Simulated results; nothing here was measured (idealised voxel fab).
This section sets out a process module, namely voxel self aligned vias.
Cross-section cut: width 250 nm, square cells of 5 nm.
Cross-section = grid of square cells, listed top down in bands; band = one or more rows.
It is stipulated that each band's entry specify, in nanometres, the height of the top of the band and then that of its bottom, followed by the materials of the band in left-to-right sequence, each together with its width in nanometres. A single material marked by the word "all across" is understood to fill the band from edge to edge; the word "air" is understood to denote empty space.
Basically, 0 is our baseline, since under it the wafer straight out of the box is all one material. The bottom band has no lower end and keeps on going down, so it looks like "0..down".
Per-row width for "30->40": begins at first number (top row of band), ends at second number (bottom row), increment between rows held constant.
"all unchanged" means the step left every cell of the cross-section as it was.
Heads up: "Closed internal cavities" only lists the empty pockets with no open path to the top that are 8 cells or more, and it writes them as width x height at distance, distance from the left edge, in nm.
Whatever follows a step's settings on its line is a remark the simulator itself makes about that step.
overlay nm: mask right of planned place by this much (step with mask). Neg. = left.
## Process steps foreseen in the plan
step 1: RECEIVE: material Si
step 2: CONFORMAL_DEP: material SiO2, thk nm 15
step 3: CONFORMAL_DEP: material SiCN, thk nm 5
step 4: DIRECTIONAL_DEP: material SiO2, thk nm 20
step 5: MASKED_ETCH: tone open, mask id LINES, width nm 20, pitch nm 60, etch materials SiO2, depth nm 20, overlay nm 0
step 6: CONFORMAL_DEP: material TiN, thk nm 5
step 7: FILL_DEP: material Ru, thk nm 5
step 8: CMP: height nm 40
step 9: SELECTIVE_ETCH: etch materials W Ru TiN, depth nm 10
step 10: FILL_DEP: material SiN, thk nm 5
step 11: CMP: height nm 40
step 12: DIRECTIONAL_DEP: material SiO2, thk nm 15
step 13: PATTERN: tone open, mask id VIAS, material resist, width nm 30, pitch nm 120, thk nm 20, overlay nm 0
step 14: DIRECTIONAL_ETCH: etch materials SiO2, depth nm 15
step 15: DIRECTIONAL_ETCH: etch materials SiN, depth nm 10
step 16: STRIP: etch materials resist
step 17: CONFORMAL_DEP: material TiN, thk nm 5
step 18: FILL_DEP: material Ru, thk nm 10
step 19: CMP: height nm 55
step 20: CONFORMAL_DEP: material SiN, thk nm 5
## First wafer out of two, processed as planned
## Here's what the wafer looked like in cross-section when it arrived - that's after step 1
	0..down | Si all across
	Closed internal cavities: none
## The wafer in cross-section once step 2 is complete
	15..0 | SiO2 all across
	Heights below 0 show no change.
## The wafer in cross-section once step 3 is complete
	20..15 | SiCN all across
	Heights below 15 show no change.
## The wafer in cross-section once step 4 is complete
	40..20 | SiO2 all across
	Heights below 20 show no change.
## The wafer in cross-section once step 5 is complete
	40..20 | SiO2=55 / air=20 / SiO2=40 / air=20 / SiO2=40 / air=20 / SiO2=55
	Heights below 20 show no change.
## The wafer in cross-section once step 6 is complete
	45..40 | TiN=60 / air=10 / TiN=50 / air=10 / TiN=50 / air=10 / TiN=60
	40..25 | SiO2=55 / TiN=5 / air=10 / TiN=5 / SiO2=40 / TiN=5 / air=10 / TiN=5 / SiO2=40 / TiN=5 / air=10 / TiN=5 / SiO2=55
	25..20 | SiO2=55 / TiN=20 / SiO2=40 / TiN=20 / SiO2=40 / TiN=20 / SiO2=55
	Heights below 20 show no change.
## The wafer in cross-section once step 7 is complete
	50..45 | Ru all across
	45..40 | TiN=60 / Ru=10 / TiN=50 / Ru=10 / TiN=50 / Ru=10 / TiN=60
	40..25 | SiO2=55 / TiN=5 / Ru=10 / TiN=5 / SiO2=40 / TiN=5 / Ru=10 / TiN=5 / SiO2=40 / TiN=5 / Ru=10 / TiN=5 / SiO2=55
	Heights below 25 show no change.
## The wafer in cross-section once step 8 is complete
	40..25 | SiO2=55 / TiN=5 / Ru=10 / TiN=5 / SiO2=40 / TiN=5 / Ru=10 / TiN=5 / SiO2=40 / TiN=5 / Ru=10 / TiN=5 / SiO2=55
	Heights below 25 show no change.
## The wafer in cross-section once step 9 is complete
	40..30 | SiO2=55 / air=20 / SiO2=40 / air=20 / SiO2=40 / air=20 / SiO2=55
	Heights below 30 show no change.
## The wafer in cross-section once step 10 is complete
	45..40 | SiN all across
	40..30 | SiO2=55 / SiN=20 / SiO2=40 / SiN=20 / SiO2=40 / SiN=20 / SiO2=55
	Heights below 30 show no change.
## The wafer in cross-section once step 11 is complete
	40..30 | SiO2=55 / SiN=20 / SiO2=40 / SiN=20 / SiO2=40 / SiN=20 / SiO2=55
	Heights below 30 show no change.
## The wafer in cross-section once step 12 is complete
	55..40 | SiO2 all across
	Heights below 40 show no change.
## The wafer in cross-section once step 13 is complete
	75..55 | resist=50 / air=30 / resist=90 / air=30 / resist=50
	Heights below 55 show no change.
## The wafer in cross-section once step 14 is complete
	75..55 | resist=50 / air=30 / resist=90 / air=30 / resist=50
	55..40 | SiO2=50 / air=30 / SiO2=90 / air=30 / SiO2=50
	Heights below 40 show no change.
## The wafer in cross-section once step 15 is complete
	75..55 | resist=50 / air=30 / resist=90 / air=30 / resist=50
	55..40 | SiO2=50 / air=30 / SiO2=90 / air=30 / SiO2=50
	40..30 | SiO2=55 / air=20 / SiO2=40 / SiN=20 / SiO2=40 / air=20 / SiO2=55
	Heights below 30 show no change.
## The wafer in cross-section once step 16 is complete
	55..40 | SiO2=50 / air=30 / SiO2=90 / air=30 / SiO2=50
	Heights below 40 show no change.
## The wafer in cross-section once step 17 is complete
	60..55 | TiN=55 / air=20 / TiN=100 / air=20 / TiN=55
	55..45 | SiO2=50 / TiN=5 / air=20 / TiN=5 / SiO2=90 / TiN=5 / air=20 / TiN=5 / SiO2=50
	45..40 | SiO2=50 / TiN=10 / air=10 / TiN=10 / SiO2=90 / TiN=10 / air=10 / TiN=10 / SiO2=50
	40..35 | SiO2=55 / TiN=5 / air=10 / TiN=5 / SiO2=40 / SiN=20 / SiO2=40 / TiN=5 / air=10 / TiN=5 / SiO2=55
	35..30 | SiO2=55 / TiN=20 / SiO2=40 / SiN=20 / SiO2=40 / TiN=20 / SiO2=55
	Heights below 30 show no change.
## The wafer in cross-section once step 18 is complete
	70..60 | Ru all across
	60..55 | TiN=55 / Ru=20 / TiN=100 / Ru=20 / TiN=55
	55..45 | SiO2=50 / TiN=5 / Ru=20 / TiN=5 / SiO2=90 / TiN=5 / Ru=20 / TiN=5 / SiO2=50
	45..40 | SiO2=50 / TiN=10 / Ru=10 / TiN=10 / SiO2=90 / TiN=10 / Ru=10 / TiN=10 / SiO2=50
	40..35 | SiO2=55 / TiN=5 / Ru=10 / TiN=5 / SiO2=40 / SiN=20 / SiO2=40 / TiN=5 / Ru=10 / TiN=5 / SiO2=55
	Heights below 35 show no change.
## The wafer in cross-section once step 19 is complete
	55..45 | SiO2=50 / TiN=5 / Ru=20 / TiN=5 / SiO2=90 / TiN=5 / Ru=20 / TiN=5 / SiO2=50
	Heights below 45 show no change.
## The wafer in cross-section once step 20 is complete
	60..55 | SiN all across
	Heights below 55 show no change.
## The Second Wafer: Common Origin and Plan, One Mistake in Execution, Identical to the First Through Step 12
## Look at the second wafer in cross-section at the time step 13 ought to have finished
	75..55 | resist=45 / air=40 / resist=80 / air=40 / resist=45
	Heights below 55 show no change.
## Look at the second wafer in cross-section at the time step 14 ought to have finished
	75..55 | resist=45 / air=40 / resist=80 / air=40 / resist=45
	55..40 | SiO2=45 / air=40 / SiO2=80 / air=40 / SiO2=45
	Heights below 40 show no change.
## Look at the second wafer in cross-section at the time step 15 ought to have finished
	75..55 | resist=45 / air=40 / resist=80 / air=40 / resist=45
	55..40 | SiO2=45 / air=40 / SiO2=80 / air=40 / SiO2=45
	40..30 | SiO2=55 / air=20 / SiO2=40 / SiN=20 / SiO2=40 / air=20 / SiO2=55
	Heights below 30 show no change.
## Look at the second wafer in cross-section at the time step 16 ought to have finished
	55..40 | SiO2=45 / air=40 / SiO2=80 / air=40 / SiO2=45
	Heights below 40 show no change.
## Look at the second wafer in cross-section at the time step 17 ought to have finished
	60..55 | TiN=50 / air=30 / TiN=90 / air=30 / TiN=50
	55..45 | SiO2=45 / TiN=5 / air=30 / TiN=5 / SiO2=80 / TiN=5 / air=30 / TiN=5 / SiO2=45
	45..40 | SiO2=45 / TiN=15 / air=10 / TiN=15 / SiO2=80 / TiN=15 / air=10 / TiN=15 / SiO2=45
	40..35 | SiO2=55 / TiN=5 / air=10 / TiN=5 / SiO2=40 / SiN=20 / SiO2=40 / TiN=5 / air=10 / TiN=5 / SiO2=55
	35..30 | SiO2=55 / TiN=20 / SiO2=40 / SiN=20 / SiO2=40 / TiN=20 / SiO2=55
	Heights below 30 show no change.
## Look at the second wafer in cross-section at the time step 18 ought to have finished
	70..60 | Ru all across
	60..55 | TiN=50 / Ru=30 / TiN=90 / Ru=30 / TiN=50
	55..45 | SiO2=45 / TiN=5 / Ru=30 / TiN=5 / SiO2=80 / TiN=5 / Ru=30 / TiN=5 / SiO2=45
	45..40 | SiO2=45 / TiN=15 / Ru=10 / TiN=15 / SiO2=80 / TiN=15 / Ru=10 / TiN=15 / SiO2=45
	40..35 | SiO2=55 / TiN=5 / Ru=10 / TiN=5 / SiO2=40 / SiN=20 / SiO2=40 / TiN=5 / Ru=10 / TiN=5 / SiO2=55
	Heights below 35 show no change.
## Look at the second wafer in cross-section at the time step 19 ought to have finished
	55..45 | SiO2=45 / TiN=5 / Ru=30 / TiN=5 / SiO2=80 / TiN=5 / Ru=30 / TiN=5 / SiO2=45
	Heights below 45 show no change.
## Look at the second wafer in cross-section at the time step 20 ought to have finished
	60..55 | SiN all across
	Heights below 55 show no change.
Nonconformance to the process plan: step 13 ran as: PATTERN: tone open, mask id VIAS, material resist, width nm 40, pitch nm 120, thk nm 20, overlay nm 0
The second wafer ends with more or fewer cells of some materials than the first, per final count: Ru: 8 more | SiO2: 12 fewer | TiN: 4 more
